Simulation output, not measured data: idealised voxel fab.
The following process module bears the name voxel transistor to metal.
Section shown: cut. Width: 175 nm. Cell size: 5 nm, square.
Throughout this document, each cross-section is represented as a grid of square cells and is presented as a sequence of bands enumerated from the top downward, where a band comprises one or more rows of cells. The entry gives the band's vertical extent as a top height and a bottom height in nm, then its horizontal make-up as materials from left to right, each with a width in nm. "air" stands for empty space; a single material marked "everywhere" fills the band edge to edge. For the purposes of this specification, 0 denotes the height below which the wafer in its as-received condition is composed wholly of one material, and the lowermost band, lacking a lower limit, extends downward without end, as expressed in "top 0, no bottom". Width spec "30->40" -> top row of cells at first value, bottom row at second value, equal per-row change in between. When a step is marked "nothing changed", none of the cells in the cross-section changed during that step. Each empty space that has no open way to the top and spans at least 8 cells appears under "closed voids" as width x height at distance, the distance counted from the left edge, all in nm. That trailing text on a step's line, after the settings, is the simulator's own remark on the step. Steps that use a mask can have "overlay nm" on their line. It says how far the mask sat to the right of where it was meant to be. Negative means to the left.
### This section lists the process steps that were planned
- 1: op RECEIVE | material Si
- 2: op OXIDIZE | depth nm 5
- 3: op CONFORMAL_DEP | material SiN | thk nm 10
- 4: op DIRECTIONAL_DEP | material aC | thk nm 15
- 5: op PATTERN | tone cover | mask id ACTIVE | material resist | width nm 115 | thk nm 35 | overlay nm 0
- 6: op DIRECTIONAL_ETCH | etch materials aC | depth nm 15
- 7: op STRIP | etch materials resist
- 8: op DIRECTIONAL_ETCH | etch materials SiN | depth nm 10
- 9: op DIRECTIONAL_ETCH | etch materials SiO2 | depth nm 5
- 10: op DIRECTIONAL_ETCH | etch materials Si | depth nm 20
- 11: op STRIP | etch materials aC
- 12: op OXIDIZE | depth nm 5
- 13: op FILL_DEP | material SiO2 | thk nm 5
- 14: op CMP | height nm 10
- 15: op SELECTIVE_ETCH | etch materials SiO2 | depth nm 10
- 16: op STRIP | etch materials SiN
- 17: op SELECTIVE_ETCH | etch materials SiO2 | depth nm 5
- 18: op OXIDIZE | depth nm 5
- 19: op DIRECTIONAL_DEP | material polySi | thk nm 30
- 20: op DIRECTIONAL_DEP | material SiCN | thk nm 10
- 21: op PATTERN | tone cover | mask id GATE | material resist | width nm 25 | thk nm 15 | overlay nm 0
- 22: op DIRECTIONAL_ETCH | etch materials SiCN | depth nm 20
- 23: op DIRECTIONAL_ETCH | etch materials polySi | depth nm 40
- 24: op STRIP | etch materials resist
- 25: op CONFORMAL_DEP | material SiO2 | thk nm 5
- 26: op DIRECTIONAL_ETCH | etch materials SiO2 | depth nm 5
- 27: op CONFORMAL_DEP | material SiN | thk nm 10
- 28: op DIRECTIONAL_ETCH | etch materials SiN | depth nm 10
- 29: op DIRECTIONAL_ETCH | etch materials SiO2 | depth nm 5
- 30: op DIRECTIONAL_ETCH | etch materials Si | depth nm 5
- 31: op EPI | material pSi | thk nm 5
- 32: op FILL_DEP | material SiO2 | thk nm 5
- 33: op CMP | height nm 25
- 34: op STRIP | etch materials polySi
- 35: op SELECTIVE_ETCH | etch materials SiO2 | depth nm 5
- 36: op CONFORMAL_DEP | material HfO2 | thk nm 5
- 37: op CONFORMAL_DEP | material TiN | thk nm 5
- 38: op FILL_DEP | material W | thk nm 5
- 39: op CMP | height nm 20
- 40: op DIRECTIONAL_DEP | material SiO2 | thk nm 10
- 41: op MASKED_ETCH | tone open | mask id CONTACT | width nm 20 | pitch nm 75 | etch materials SiO2 | depth nm 40 | overlay nm 0
- 42: op CONFORMAL_DEP | material TiN | thk nm 5
- 43: op FILL_DEP | material W | thk nm 5
- 44: op CMP | height nm 30
- 45: op CONFORMAL_DEP | material SiCN | thk nm 5
- 46: op DIRECTIONAL_DEP | material lowk | thk nm 25
- 47: op PATTERN | tone open | mask id METAL_1 | material resist | width nm 20 | pitch nm 75 | thk nm 20 | overlay nm 0
- 48: op DIRECTIONAL_ETCH | etch materials lowk | depth nm 25
- 49: op DIRECTIONAL_ETCH | etch materials SiCN | depth nm 5
- 50: op STRIP | etch materials resist
- 51: op CONFORMAL_DEP | material TiN | thk nm 5
- 52: op FILL_DEP | material W | thk nm 5
- 53: op CMP | height nm 60
- 54: op EPI | material Ru | thk nm 5
- 55: op FILL_DEP | material SiCN | thk nm 5
- 56: op DIRECTIONAL_DEP | material lowk | thk nm 25
- 57: op PATTERN | tone open | mask id METAL_2 | material resist | width nm 20 | pitch nm 75 | thk nm 15 | overlay nm 0
- 58: op DIRECTIONAL_ETCH | etch materials lowk | depth nm 15
- 59: op STRIP | etch materials resist
- 60: op PATTERN | tone open | mask id METAL_2_HOLES | material resist | width nm 15 | pitch nm 75 | thk nm 15 | overlay nm 0
- 61: op DIRECTIONAL_ETCH | etch materials lowk | depth nm 10
- 62: op DIRECTIONAL_ETCH | etch materials SiCN | depth nm 5
- 63: op STRIP | etch materials resist
- 64: op CONFORMAL_DEP | material TiN | thk nm 5
- 65: op FILL_DEP | material Cu | thk nm 5
- 66: op CMP | height nm 95
- 67: op CONFORMAL_DEP | material SiN | thk nm 5
### As-received state of the wafer in cross-section, equivalent to post-step 1
  top 0, no bottom = Si everywhere
  closed voids: none
### End-of-module cross-section of the first of two wafers, processed as planned
  top 100, bottom 95 = SiN everywhere
  top 95, bottom 85 = 40 lowk | 5 TiN | 10 Cu | 5 TiN | 55 lowk | 5 TiN | 10 Cu | 5 TiN | 40 lowk
  top 85, bottom 80 = 40 lowk | 5 TiN | 5 Cu | 10 TiN | 55 lowk | 5 TiN | 5 Cu | 10 TiN | 40 lowk
  top 80, bottom 70 = 40 lowk | 5 TiN | 5 Cu | 5 TiN | 60 lowk | 5 TiN | 5 Cu | 5 TiN | 45 lowk
  top 70, bottom 65 = 40 SiCN | 15 TiN | 60 SiCN | 15 TiN | 45 SiCN
  top 65, bottom 60 = 35 SiCN | 30 Ru | 45 SiCN | 30 Ru | 35 SiCN
  top 60, bottom 35 = 40 lowk | 5 TiN | 10 W | 5 TiN | 55 lowk | 5 TiN | 10 W | 5 TiN | 40 lowk
  top 35, bottom 30 = 40 SiCN | 20 TiN | 55 SiCN | 20 TiN | 40 SiCN
  top 30, bottom 20 = 40 SiO2 | 5 TiN | 10 W | 5 TiN | 55 SiO2 | 5 TiN | 10 W | 5 TiN | 40 SiO2
  top 20, bottom 0 = 40 SiO2 | 5 TiN | 10 W | 5 TiN | 10 SiN | 5 HfO2 | 5 TiN | 15 W | 5 TiN | 5 HfO2 | 10 SiN | 5 TiN | 10 W | 5 TiN | 40 SiO2
  top 0, bottom -5 = 40 SiO2 | 5 TiN | 5 W | 10 TiN | 10 SiN | 5 HfO2 | 25 TiN | 5 HfO2 | 10 SiN | 10 TiN | 5 W | 5 TiN | 40 SiO2
  top -5, bottom -10 = 40 SiO2 | 15 TiN | 5 pSi | 10 SiO2 | 35 HfO2 | 10 SiO2 | 5 pSi | 15 TiN | 40 SiO2
  top -10, bottom -15 = 35 SiO2 | 25 pSi | 55 Si | 25 pSi | 35 SiO2
  top -15, bottom -30 = 35 SiO2 | 105 Si | 35 SiO2
  top -30, no bottom = Si everywhere
  closed voids: none
### So this is wafer number two of the two, cut at the end of the module - it started where the first did and had the same plan, we just got one thing wrong running it
  top 100, bottom 95 = SiN everywhere
  top 95, bottom 85 = 40 lowk | 5 TiN | 10 Cu | 5 TiN | 55 lowk | 5 TiN | 10 Cu | 5 TiN | 40 lowk
  top 85, bottom 80 = 40 lowk | 5 TiN | 5 Cu | 10 TiN | 55 lowk | 5 TiN | 5 Cu | 10 TiN | 40 lowk
  top 80, bottom 70 = 40 lowk | 5 TiN | 5 Cu | 5 TiN | 60 lowk | 5 TiN | 5 Cu | 5 TiN | 45 lowk
  top 70, bottom 65 = 40 SiCN | 15 TiN | 60 SiCN | 15 TiN | 45 SiCN
  top 65, bottom 60 = 35 SiCN | 30 Ru | 45 SiCN | 30 Ru | 35 SiCN
  top 60, bottom 35 = 40 lowk | 5 TiN | 10 W | 5 TiN | 55 lowk | 5 TiN | 10 W | 5 TiN | 40 lowk
  top 35, bottom 30 = 40 SiCN | 20 TiN | 55 SiCN | 20 TiN | 40 SiCN
  top 30, bottom 20 = 40 SiO2 | 5 TiN | 10 W | 5 TiN | 55 SiO2 | 5 TiN | 10 W | 5 TiN | 40 SiO2
  top 20, bottom 0 = 40 SiO2 | 5 TiN | 10 W | 5 TiN | 10 SiN | 5 TiN | 5 HfO2 | 15 W | 5 HfO2 | 5 TiN | 10 SiN | 5 TiN | 10 W | 5 TiN | 40 SiO2
  top 0, bottom -5 = 40 SiO2 | 5 TiN | 5 W | 10 TiN | 10 SiN | 5 TiN | 25 HfO2 | 5 TiN | 10 SiN | 10 TiN | 5 W | 5 TiN | 40 SiO2
  top -5, bottom -10 = 40 SiO2 | 15 TiN | 5 pSi | 10 SiO2 | 35 TiN | 10 SiO2 | 5 pSi | 15 TiN | 40 SiO2
  top -10, bottom -15 = 35 SiO2 | 25 pSi | 55 Si | 25 pSi | 35 SiO2
  top -15, bottom -30 = 35 SiO2 | 105 Si | 35 SiO2
  top -30, no bottom = Si everywhere
  closed voids: none
what went wrong: note: step 36 <-> step 37, run order reversed vs plan
Heads up, by the end the second wafer has more or fewer cells of some materials compared to the first: -4 HfO2 | +4 TiN
